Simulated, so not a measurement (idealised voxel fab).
This section sets out a process module, namely voxel wiring stack.
cross-section cut | 295 nm wide | cells 5 nm
Notation: cross-section as square-cell grid; stated in bands, top first, going down; one or more cell rows per band.
The band entry comprises the height of the band's top followed by the height of its bottom, expressed in nm, and subsequently the band's materials from left to right, each stated together with its width in nm. Where a single material is marked with the word "edge to edge", that material fills the band from edge to edge. The word "blank" represents empty space.
Counting heights begins at 0, where everything beneath is, in the wafer as received, one material. The lowest band has no bottom; it goes on downwards, as "0 down" shows.
You'd read "30->40" like this: the band's top row of cells is as wide as the first number, its bottom row is as wide as the second, and going down, every row changes width by the same amount as the row before did.
"same as before" for a step: no cell of the cross-section changed in that step.
This entry, "Listed closed voids", enumerates those empty regions of no fewer than 8 cells that possess no open connection to the top. Each region is reported in the form width x height at distance, the distance being taken from the left edge, with all three quantities expressed in nm.
Where a step's line continues beyond its settings, the continuation is a remark by the simulator itself on that step.
overlay nm: mask offset rightward from planned place, masked step; negative means leftward offset.
Intended process steps
1 RECEIVE | material Si
2 CONFORMAL_DEP | material SiO2 | thk nm 10
3 DIRECTIONAL_DEP | material TiN | thk nm 5
4 DIRECTIONAL_DEP | material Ru | thk nm 25
5 MASKED_ETCH | tone cover | mask id METAL_1 | width nm 30 | pitch nm 55 | etch materials Ru | depth nm 25 | overlay nm 0
6 MASKED_ETCH | tone cover | mask id METAL_1 | width nm 30 | pitch nm 55 | etch materials TiN | depth nm 5 | overlay nm 0
7 FILL_DEP | material SiO2 | thk nm 10
8 CMP | height nm 40
9 CONFORMAL_DEP | material SiCN | thk nm 5
10 DIRECTIONAL_DEP | material lowk | thk nm 20
11 PATTERN | tone open | mask id PLUG_1 | material resist | width nm 15 | pitch nm 110 | thk nm 20 | overlay nm 0
12 DIRECTIONAL_ETCH | etch materials lowk | depth nm 20
13 DIRECTIONAL_ETCH | etch materials SiCN | depth nm 5
14 STRIP | etch materials resist
15 EPI | material Ru | thk nm 10
16 EPI | material Ru | thk nm 10
17 EPI | material Ru | thk nm 5
18 DIRECTIONAL_DEP | material TiN | thk nm 5
19 DIRECTIONAL_DEP | material W | thk nm 20
20 DIRECTIONAL_DEP | material aC | thk nm 15
21 PATTERN | tone cover | mask id METAL_2 | material resist | width nm 30 | pitch nm 55 | thk nm 35 | overlay nm 0
22 DIRECTIONAL_ETCH | etch materials aC | depth nm 15
23 STRIP | etch materials resist
24 DIRECTIONAL_ETCH | etch materials W | depth nm 20
25 DIRECTIONAL_ETCH | etch materials TiN | depth nm 5
26 STRIP | etch materials aC
27 FILL_DEP | material SiO2 | thk nm 5
28 CMP | height nm 90
29 CONFORMAL_DEP | material SiCN | thk nm 5
So, the first of our two wafers, run just as we planned it
Incoming wafer, cross-sectional view, post step 1
0 down = Si edge to edge
Listed closed voids: none
Cross-section of the wafer subsequent to step 2
10 to 0 = SiO2 edge to edge
Unchanged below 0.
Cross-section of the wafer subsequent to step 3
15 to 10 = TiN edge to edge
Unchanged below 10.
Cross-section of the wafer subsequent to step 4
40 to 15 = Ru edge to edge
Unchanged below 15.
Cross-section of the wafer subsequent to step 5
40 to 15 = blank=75 / Ru=30 / blank=25 / Ru=30 / blank=25 / Ru=30 / blank=80
Unchanged below 15.
Cross-section of the wafer subsequent to step 6
40 to 15 = blank=75 / Ru=30 / blank=25 / Ru=30 / blank=25 / Ru=30 / blank=80
15 to 10 = blank=75 / TiN=30 / blank=25 / TiN=30 / blank=25 / TiN=30 / blank=80
Unchanged below 10.
Cross-section of the wafer subsequent to step 7
50 to 40 = SiO2 edge to edge
40 to 15 = SiO2=75 / Ru=30 / SiO2=25 / Ru=30 / SiO2=25 / Ru=30 / SiO2=80
15 to 10 = SiO2=75 / TiN=30 / SiO2=25 / TiN=30 / SiO2=25 / TiN=30 / SiO2=80
Unchanged below 10.
Cross-section of the wafer subsequent to step 8
40 to 15 = SiO2=75 / Ru=30 / SiO2=25 / Ru=30 / SiO2=25 / Ru=30 / SiO2=80
Unchanged below 15.
Cross-section of the wafer subsequent to step 9
45 to 40 = SiCN edge to edge
Unchanged below 40.
Cross-section of the wafer subsequent to step 10
65 to 45 = lowk edge to edge
Unchanged below 45.
Cross-section of the wafer subsequent to step 11
85 to 65 = resist=75 / blank=15 / resist=95 / blank=15 / resist=95
Unchanged below 65.
Cross-section of the wafer subsequent to step 12
85 to 65 = resist=75 / blank=15 / resist=95 / blank=15 / resist=95
65 to 45 = lowk=75 / blank=15 / lowk=95 / blank=15 / lowk=95
Unchanged below 45.
Cross-section of the wafer subsequent to step 13
85 to 65 = resist=75 / blank=15 / resist=95 / blank=15 / resist=95
65 to 45 = lowk=75 / blank=15 / lowk=95 / blank=15 / lowk=95
45 to 40 = SiCN=75 / blank=15 / SiCN=95 / blank=15 / SiCN=95
Unchanged below 40.
Cross-section of the wafer subsequent to step 14
65 to 45 = lowk=75 / blank=15 / lowk=95 / blank=15 / lowk=95
Unchanged below 45.
Cross-section of the wafer subsequent to step 15
65 to 50 = lowk=75 / blank=15 / lowk=95 / blank=15 / lowk=95
50 to 45 = lowk=75 / Ru=15 / lowk=95 / Ru=15 / lowk=95
45 to 40 = SiCN=75 / Ru=15 / SiCN=95 / Ru=15 / SiCN=95
Unchanged below 40.
Cross-section of the wafer subsequent to step 16
65 to 60 = lowk=75 / blank=15 / lowk=95 / blank=15 / lowk=95
60 to 45 = lowk=75 / Ru=15 / lowk=95 / Ru=15 / lowk=95
Unchanged below 45.
Cross-section of the wafer subsequent to step 17
65 to 45 = lowk=75 / Ru=15 / lowk=95 / Ru=15 / lowk=95
Unchanged below 45.
Cross-section of the wafer subsequent to step 18
70 to 65 = TiN edge to edge
Unchanged below 65.
Cross-section of the wafer subsequent to step 19
90 to 70 = W edge to edge
Unchanged below 70.
Cross-section of the wafer subsequent to step 20
105 to 90 = aC edge to edge
Unchanged below 90.
Cross-section of the wafer subsequent to step 21
140 to 105 = blank=75 / resist=30 / blank=25 / resist=30 / blank=25 / resist=30 / blank=80
Unchanged below 105.
Cross-section of the wafer subsequent to step 22
125 to 105 = blank=75 / resist=30 / blank=25 / resist=30 / blank=25 / resist=30 / blank=80
105 to 90 = blank=75 / aC=30 / blank=25 / aC=30 / blank=25 / aC=30 / blank=80
Unchanged below 90.
Cross-section of the wafer subsequent to step 23
105 to 90 = blank=75 / aC=30 / blank=25 / aC=30 / blank=25 / aC=30 / blank=80
Unchanged below 90.
Cross-section of the wafer subsequent to step 24
105 to 90 = blank=75 / aC=30 / blank=25 / aC=30 / blank=25 / aC=30 / blank=80
90 to 70 = blank=75 / W=30 / blank=25 / W=30 / blank=25 / W=30 / blank=80
Unchanged below 70.
Cross-section of the wafer subsequent to step 25
105 to 90 = blank=75 / aC=30 / blank=25 / aC=30 / blank=25 / aC=30 / blank=80
90 to 70 = blank=75 / W=30 / blank=25 / W=30 / blank=25 / W=30 / blank=80
70 to 65 = blank=75 / TiN=30 / blank=25 / TiN=30 / blank=25 / TiN=30 / blank=80
Unchanged below 65.
Cross-section of the wafer subsequent to step 26
90 to 70 = blank=75 / W=30 / blank=25 / W=30 / blank=25 / W=30 / blank=80
Unchanged below 70.
Cross-section of the wafer subsequent to step 27
95 to 90 = SiO2 edge to edge
90 to 70 = SiO2=75 / W=30 / SiO2=25 / W=30 / SiO2=25 / W=30 / SiO2=80
70 to 65 = SiO2=75 / TiN=30 / SiO2=25 / TiN=30 / SiO2=25 / TiN=30 / SiO2=80
Unchanged below 65.
Cross-section of the wafer subsequent to step 28
90 to 70 = SiO2=75 / W=30 / SiO2=25 / W=30 / SiO2=25 / W=30 / SiO2=80
Unchanged below 70.
Cross-section of the wafer subsequent to step 29
95 to 90 = SiCN edge to edge
Unchanged below 90.
Second wafer: like start, like plan, one mistake. Through step 4 it matches the first wafer
The second wafer in cross-section, at the planned close of step 5
40 to 15 = Ru=75 / blank=30 / Ru=25 / blank=30 / Ru=25 / blank=30 / Ru=80
Unchanged below 15.
The second wafer in cross-section, at the planned close of step 6: same as before
The second wafer in cross-section, at the planned close of step 7
50 to 40 = SiO2 edge to edge
40 to 15 = Ru=75 / SiO2=30 / Ru=25 / SiO2=30 / Ru=25 / SiO2=30 / Ru=80
Unchanged below 15.
The second wafer in cross-section, at the planned close of step 8
40 to 15 = Ru=75 / SiO2=30 / Ru=25 / SiO2=30 / Ru=25 / SiO2=30 / Ru=80
Unchanged below 15.
The second wafer in cross-section, at the planned close of step 9
45 to 40 = SiCN edge to edge
Unchanged below 40.
The second wafer in cross-section, at the planned close of step 10
65 to 45 = lowk edge to edge
Unchanged below 45.
The second wafer in cross-section, at the planned close of step 11
85 to 65 = resist=75 / blank=15 / resist=95 / blank=15 / resist=95
Unchanged below 65.
The second wafer in cross-section, at the planned close of step 12
85 to 65 = resist=75 / blank=15 / resist=95 / blank=15 / resist=95
65 to 45 = lowk=75 / blank=15 / lowk=95 / blank=15 / lowk=95
Unchanged below 45.
The second wafer in cross-section, at the planned close of step 13
85 to 65 = resist=75 / blank=15 / resist=95 / blank=15 / resist=95
65 to 45 = lowk=75 / blank=15 / lowk=95 / blank=15 / lowk=95
45 to 40 = SiCN=75 / blank=15 / SiCN=95 / blank=15 / SiCN=95
Unchanged below 40.
The second wafer in cross-section, at the planned close of step 14
65 to 45 = lowk=75 / blank=15 / lowk=95 / blank=15 / lowk=95
Unchanged below 45.
The second wafer in cross-section, at the planned close of step 15: same as before
The second wafer in cross-section, at the planned close of step 16: same as before
The second wafer in cross-section, at the planned close of step 17: same as before
The second wafer in cross-section, at the planned close of step 18
70 to 65 = TiN=75 / blank=15 / TiN=95 / blank=15 / TiN=95
65 to 45 = lowk=75 / blank=15 / lowk=95 / blank=15 / lowk=95
45 to 40 = SiCN=75 / TiN=15 / SiCN=95 / TiN=15 / SiCN=95
Unchanged below 40.
The second wafer in cross-section, at the planned close of step 19
90 to 70 = W=75 / blank=15 / W=95 / blank=15 / W=95
70 to 65 = TiN=75 / blank=15 / TiN=95 / blank=15 / TiN=95
65 to 45 = lowk=75 / W=15 / lowk=95 / W=15 / lowk=95
Unchanged below 45.
The second wafer in cross-section, at the planned close of step 20
105 to 90 = aC=75 / blank=15 / aC=95 / blank=15 / aC=95
90 to 80 = W=75 / blank=15 / W=95 / blank=15 / W=95
80 to 70 = W=75 / aC=15 / W=95 / aC=15 / W=95
70 to 65 = TiN=75 / aC=15 / TiN=95 / aC=15 / TiN=95
Unchanged below 65.
The second wafer in cross-section, at the planned close of step 21
140 to 105 = blank=75 / resist=30 / blank=25 / resist=30 / blank=25 / resist=30 / blank=80
105 to 90 = aC=75 / resist=15 / aC=95 / resist=15 / aC=95
90 to 80 = W=75 / resist=15 / W=95 / resist=15 / W=95
Unchanged below 80.
The second wafer in cross-section, at the planned close of step 22
125 to 105 = blank=75 / resist=30 / blank=25 / resist=30 / blank=25 / resist=30 / blank=80
105 to 90 = blank=75 / resist=15 / aC=15 / blank=25 / aC=30 / blank=25 / resist=15 / aC=15 / blank=80
Unchanged below 90.
The second wafer in cross-section, at the planned close of step 23
105 to 90 = blank=90 / aC=15 / blank=25 / aC=30 / blank=40 / aC=15 / blank=80
90 to 80 = W=75 / blank=15 / W=95 / blank=15 / W=95
Unchanged below 80.
The second wafer in cross-section, at the planned close of step 24
105 to 90 = blank=90 / aC=15 / blank=25 / aC=30 / blank=40 / aC=15 / blank=80
90 to 80 = blank=90 / W=15 / blank=25 / W=30 / blank=40 / W=15 / blank=80
80 to 70 = blank=75 / aC=15 / W=15 / blank=25 / W=30 / blank=25 / aC=15 / W=15 / blank=80
Unchanged below 70.
The second wafer in cross-section, at the planned close of step 25
105 to 90 = blank=90 / aC=15 / blank=25 / aC=30 / blank=40 / aC=15 / blank=80
90 to 80 = blank=90 / W=15 / blank=25 / W=30 / blank=40 / W=15 / blank=80
80 to 70 = blank=75 / aC=15 / W=15 / blank=25 / W=30 / blank=25 / aC=15 / W=15 / blank=80
70 to 65 = blank=75 / aC=15 / TiN=15 / blank=25 / TiN=30 / blank=25 / aC=15 / TiN=15 / blank=80
Unchanged below 65.
The second wafer in cross-section, at the planned close of step 26
90 to 70 = blank=90 / W=15 / blank=25 / W=30 / blank=40 / W=15 / blank=80
70 to 65 = blank=90 / TiN=15 / blank=25 / TiN=30 / blank=40 / TiN=15 / blank=80
Unchanged below 65.
The second wafer in cross-section, at the planned close of step 27
95 to 90 = SiO2 edge to edge
90 to 70 = SiO2=90 / W=15 / SiO2=25 / W=30 / SiO2=40 / W=15 / SiO2=80
70 to 65 = SiO2=90 / TiN=15 / SiO2=25 / TiN=30 / SiO2=40 / TiN=15 / SiO2=80
Unchanged below 65.
The second wafer in cross-section, at the planned close of step 28
90 to 70 = SiO2=90 / W=15 / SiO2=25 / W=30 / SiO2=40 / W=15 / SiO2=80
Unchanged below 70.
The second wafer in cross-section, at the planned close of step 29
95 to 90 = SiCN edge to edge
Unchanged below 90.
What was done differently from what was planned? step 5 did not use the planned setting and instead ran as MASKED_ETCH | tone open | mask id METAL_1 | width nm 30 | pitch nm 55 | etch materials Ru | depth nm 25 | overlay nm 0
The second wafer ends with more or fewer cells of some materials than the first, per final count: 85 more of Ru, 126 fewer of SiO2, 41 more of TiN
